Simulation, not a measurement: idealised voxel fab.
The document below concerns the process module designated voxel lift off.
Square cells of 5 nm make up the cross-section cut, whose width is 295 nm.
For the purposes of this document, a cross-section shall be understood as a grid of square cells, specified as bands listed in top-to-bottom order, each band consisting of one or more rows of cells.
Per band: top height and bottom height in nm, followed by the left-to-right materials and their widths in nm; "throughout" marks a single material spanning edge to edge, "blank" marks empty space.
Beneath 0, the wafer as received is one material, and that level is where height counting begins. The lowest band goes on downward without a bottom; it is written like "0 -> down".
Width: "30..40" (first number = top row, second number = bottom row, same change from row to row of cells).
Step marked "remained the same"? Then no cell in the cross-section changed in it.
Closed cavities: empty space of 8 cells or more with no open way to the top, each as width x height at its distance from the left edge, in nm
It should be noted that, on the line of a given step, the content following the step's settings is a remark produced by the simulator itself with respect to that step.
Each step line may optionally specify "overlay nm", which for a step with a mask gives the rightward distance between the mask's planned place and where it lay, a negative value indicating the leftward direction.
### Set out below are the planned steps of the process
1: RECEIVE: material Si
2: CONFORMAL_DEP: material SiN, thk nm 10
3: PATTERN: tone open, mask id LINES, material resist, width nm 20, pitch nm 40, thk nm 25, overlay nm 0
4: DIRECTIONAL_DEP: material Ru, thk nm 15
5: STRIP: etch materials resist
6: CONFORMAL_DEP: material SiN, thk nm 5
Wafers differ in thk nm at step 6; plan lists the first wafer's value; identical starting state.
### The as-received cross-section of the first of several wafers corresponds to the state after step 1
> 0 -> down | Si throughout
> Closed cavities: none
### Per wafer (row), end of module: delta in cells per material since receipt, (+) for gained, (-) for lost; closed voids after that
thk nm 5; +24 Ru; +189 SiN; Closed cavities: none
thk nm 10; +24 Ru; +260 SiN; Closed cavities: none
thk nm 15; +24 Ru; +325 SiN; Closed cavities: none
thk nm 20; +24 Ru; +390 SiN; Closed cavities: none
thk nm 25; +24 Ru; +455 SiN; Closed cavities: none
